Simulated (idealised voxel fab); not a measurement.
Process module name: voxel double patterning
For reference, the cross-section in this document is cut, with width 145 nm and square cells of 5 nm.
The cross-sections in this document take the form of a grid made of square cells. They are written out as bands, in order from top to bottom. Each band consists of one or more rows of cells.
This entry defines a band. It first specifies the height of the band's top and the height of its bottom in nm, and then specifies the band's materials from left to right, stating each material with its width in nm. The word "full width" identifies a single material that fills the band from edge to edge, while the word "empty" identifies empty space.
Heights from 0 (as-received wafer is one material below). Bottom band endless downward, as "0 nm and below".
Width "30->40": first value at the band's top row of cells, second value at its bottom row, equal change from row to row.
Given "no modification" for a step, no cell of the cross-section differs between before and after that step.
You'll see "Closed void entries" listing empty spaces that have no way open to the top, as long as they're 8 cells or more; the notation is width x height at distance, where the distance is from the left edge, and all of it is in nm.
The remark found on a step's line after its settings is issued by the simulator itself and pertains to that step.
overlay nm: for a step with a mask, the amount by which the mask lay right of where it was planned; a negative amount means left of it.

Set out below are the planned steps of the process
1. op RECEIVE | material Si
2. op CONFORMAL_DEP | material SiO2 | thk nm 10
3. op DIRECTIONAL_DEP | material W | thk nm 15
4. op DIRECTIONAL_DEP | material SiN | thk nm 5
5. op DIRECTIONAL_DEP | material aC | thk nm 15
6. op PATTERN | tone open | mask id FIRST | material resist | width nm 15 | pitch nm 50 | thk nm 30 | overlay nm 0
7. op DIRECTIONAL_ETCH | etch materials aC | depth nm 15
8. op STRIP | etch materials resist
9. op DIRECTIONAL_ETCH | etch materials SiN | depth nm 5
10. op STRIP | etch materials aC
11. op DIRECTIONAL_DEP | material aC | thk nm 15
12. op PATTERN | tone open | mask id SECOND | material resist | width nm 15 | thk nm 30 | overlay nm 0
13. op DIRECTIONAL_ETCH | etch materials aC | depth nm 15
14. op STRIP | etch materials resist
15. op DIRECTIONAL_ETCH | etch materials SiN | depth nm 5
16. op STRIP | etch materials aC
17. op DIRECTIONAL_ETCH | etch materials W | depth nm 15
18. op STRIP | etch materials SiN

Delivered wafer in cross-section: state after step 1
    0 nm and below  Si full width
    Closed void entries: none

One mistake in running the module, otherwise start and plan as above: cross-section at the end
    25 nm to 10 nm  40 nm W, then 15 nm empty, then 5 nm W, then 25 nm empty, then 5 nm W, then 15 nm empty, then 40 nm W
    10 nm to 0 nm  SiO2 full width
    0 nm and below  Si full width
    Closed void entries: none
what went wrong: not per plan at step 12, really ran op PATTERN | tone open | mask id SECOND | material resist | width nm 25 | thk nm 30 | overlay nm 0
